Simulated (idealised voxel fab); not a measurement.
Name of the process module below: voxel wiring stack
We display cut, a cross-section 200 nm in width whose square cells are each 5 nm.
In what follows, cross-sections appear as grids of square cells, described through bands that run from the top down, where every band is one or more rows of cells.
Within each band entry, the heights of the top and of the bottom of the band appear first, in that order and in nm; the materials of the band then follow from left to right, each with its corresponding width in nm. The designation "all across" on a single material indicates that it fills the band from edge to edge; the designation "empty" indicates empty space.
Height datum 0, below which the as-received substrate wafer is one material. Lowest band open at the bottom, running downward: "0 and below".
Quick explanation for "30 to 40": the width changes in equal steps down the rows of cells, from the first number in the band's top row to the second number in its bottom row.
Where the words "no change" appear for a step, the cross-section shows no cell changed by that step; every cell remained as before.
Look at "Closed internal cavities" for the closed voids: empty spaces with no open path to the top, sized 8 cells or up. Each is width x height at distance, distance from the left edge, all nm.
Whatever follows a step's settings on its line is a remark the simulator itself makes about that step.
What "overlay nm" on a step's line means: if the step has a mask, that mask lay this far to the right of its planned place, or, when the value is negative, to the left.
### Process steps foreseen in the plan
step 1: RECEIVE with material Si
step 2: CONFORMAL_DEP with material SiO2, thk nm 15
step 3: CONFORMAL_DEP with material SiN, thk nm 5
step 4: DIRECTIONAL_DEP with material lowk, thk nm 25
step 5: DIRECTIONAL_DEP with material aC, thk nm 10
step 6: PATTERN with tone open, mask id METAL_1, material resist, width nm 25, pitch nm 45, thk nm 30, overlay nm 0
step 7: DIRECTIONAL_ETCH with etch materials aC, depth nm 10
step 8: STRIP with etch materials resist
step 9: DIRECTIONAL_ETCH with etch materials lowk, depth nm 25
step 10: DIRECTIONAL_ETCH with etch materials SiN, depth nm 5
step 11: STRIP with etch materials aC
step 12: CONFORMAL_DEP with material TiN, thk nm 5
step 13: FILL_DEP with material Ru, thk nm 5
step 14: CMP with height nm 45
step 15: CONFORMAL_DEP with material SiCN, thk nm 5
step 16: DIRECTIONAL_DEP with material SiO2, thk nm 15
step 17: MASKED_ETCH with tone open, mask id PLUG_1, width nm 15, pitch nm 45, etch materials SiO2, depth nm 15, overlay nm 0
step 18: MASKED_ETCH with tone open, mask id PLUG_1, width nm 15, pitch nm 45, etch materials SiCN, depth nm 5, overlay nm 0
step 19: EPI with material Ru, thk nm 10
step 20: EPI with material Ru, thk nm 10
step 21: CONFORMAL_DEP with material SiN, thk nm 5
step 22: DIRECTIONAL_DEP with material lowk, thk nm 20
step 23: MASKED_ETCH with tone open, mask id METAL_2, width nm 25, pitch nm 45, etch materials lowk, depth nm 20, overlay nm 0
step 24: MASKED_ETCH with tone open, mask id METAL_2, width nm 25, pitch nm 45, etch materials SiN, depth nm 5, overlay nm 0
step 25: CONFORMAL_DEP with material TiN, thk nm 5
step 26: FILL_DEP with material Ru, thk nm 10
step 27: CMP with height nm 90
step 28: CONFORMAL_DEP with material SiCN, thk nm 5
step 29: DIRECTIONAL_DEP with material SiO2, thk nm 10
step 30: MASKED_ETCH with tone open, mask id PLUG_2, width nm 15, etch materials SiO2, depth nm 10, overlay nm 0
step 31: MASKED_ETCH with tone open, mask id PLUG_2, width nm 15, etch materials SiCN, depth nm 5, overlay nm 0
step 32: EPI with material Ru, thk nm 10
step 33: EPI with material Ru, thk nm 5
step 34: CONFORMAL_DEP with material SiN, thk nm 5
step 35: DIRECTIONAL_DEP with material lowk, thk nm 20
step 36: DIRECTIONAL_DEP with material aC, thk nm 15
step 37: PATTERN with tone open, mask id METAL_3, material resist, width nm 25, pitch nm 45, thk nm 30, overlay nm 0
step 38: DIRECTIONAL_ETCH with etch materials aC, depth nm 15
step 39: STRIP with etch materials resist
step 40: DIRECTIONAL_ETCH with etch materials lowk, depth nm 20
step 41: DIRECTIONAL_ETCH with etch materials SiN, depth nm 5
step 42: STRIP with etch materials aC
step 43: CONFORMAL_DEP with material TiN, thk nm 5
step 44: FILL_DEP with material Ru, thk nm 5
step 45: CMP with height nm 130
step 46: CONFORMAL_DEP with material SiCN, thk nm 5
### Incoming wafer, cross-sectional view, post step 1
* 0 and below = Si all across
* Closed internal cavities: none
### Sectioned view, first of two wafers, at the close of the module, processed as intended in the plan
* 135 down to 130 = SiCN all across
* 130 down to 110 = lowk (65); TiN (5); Ru (15); TiN (5); lowk (20); TiN (5); Ru (15); TiN (5); lowk (65)
* 110 down to 105 = SiN (65); TiN (25); SiN (20); TiN (25); SiN (65)
* 105 down to 95 = SiO2 (65); Ru (15); SiO2 (120)
* 95 down to 90 = SiCN (65); Ru (15); SiCN (120)
* 90 down to 70 = lowk (65); TiN (5); Ru (15); TiN (5); lowk (20); TiN (5); Ru (15); TiN (5); lowk (65)
* 70 down to 65 = SiN (65); TiN (25); SiN (20); TiN (25); SiN (65)
* 65 down to 50 = SiO2 (65); Ru (15); SiO2 (30); Ru (15); SiO2 (75)
* 50 down to 45 = SiCN (65); Ru (15); SiCN (30); Ru (15); SiCN (75)
* 45 down to 20 = lowk (65); TiN (5); Ru (15); TiN (5); lowk (20); TiN (5); Ru (15); TiN (5); lowk (65)
* 20 down to 15 = SiN (65); TiN (25); SiN (20); TiN (25); SiN (65)
* 15 down to 0 = SiO2 all across
* 0 and below = Si all across
* Closed internal cavities: none
### Wafer two, sectioned after the module: the first wafer's start, the first wafer's plan, and one mistake in how it was run
* 135 down to 130 = SiCN all across
* 130 down to 110 = lowk (65); TiN (5); Ru (15); TiN (5); lowk (20); TiN (5); Ru (15); TiN (5); lowk (65)
* 110 down to 105 = SiN (65); TiN (25); SiN (20); TiN (25); SiN (65)
* 105 down to 100 = SiCN (65); SiN (5); TiN (5); SiN (5); SiCN (120)
* 100 down to 90 = SiO2 all across
* 90 down to 70 = lowk (65); TiN (5); Ru (15); TiN (5); lowk (20); TiN (5); Ru (15); TiN (5); lowk (65)
* 70 down to 65 = SiN (65); TiN (25); SiN (20); TiN (25); SiN (65)
* 65 down to 50 = SiO2 (65); Ru (15); SiO2 (30); Ru (15); SiO2 (75)
* 50 down to 45 = SiCN (65); Ru (15); SiCN (30); Ru (15); SiCN (75)
* 45 down to 20 = lowk (65); TiN (5); Ru (15); TiN (5); lowk (20); TiN (5); Ru (15); TiN (5); lowk (65)
* 20 down to 15 = SiN (65); TiN (25); SiN (20); TiN (25); SiN (65)
* 15 down to 0 = SiO2 all across
* 0 and below = Si all across
* Closed internal cavities: none
Nonconformance to the process plan: steps 28 and 29 of the plan were run in the wrong order, each in the other's place
Once processing is complete, comparing cell counts shows that the second wafer has more or fewer of certain materials than the first: 9 fewer of Ru | 2 more of SiN | 6 more of SiO2 | 1 more of TiN
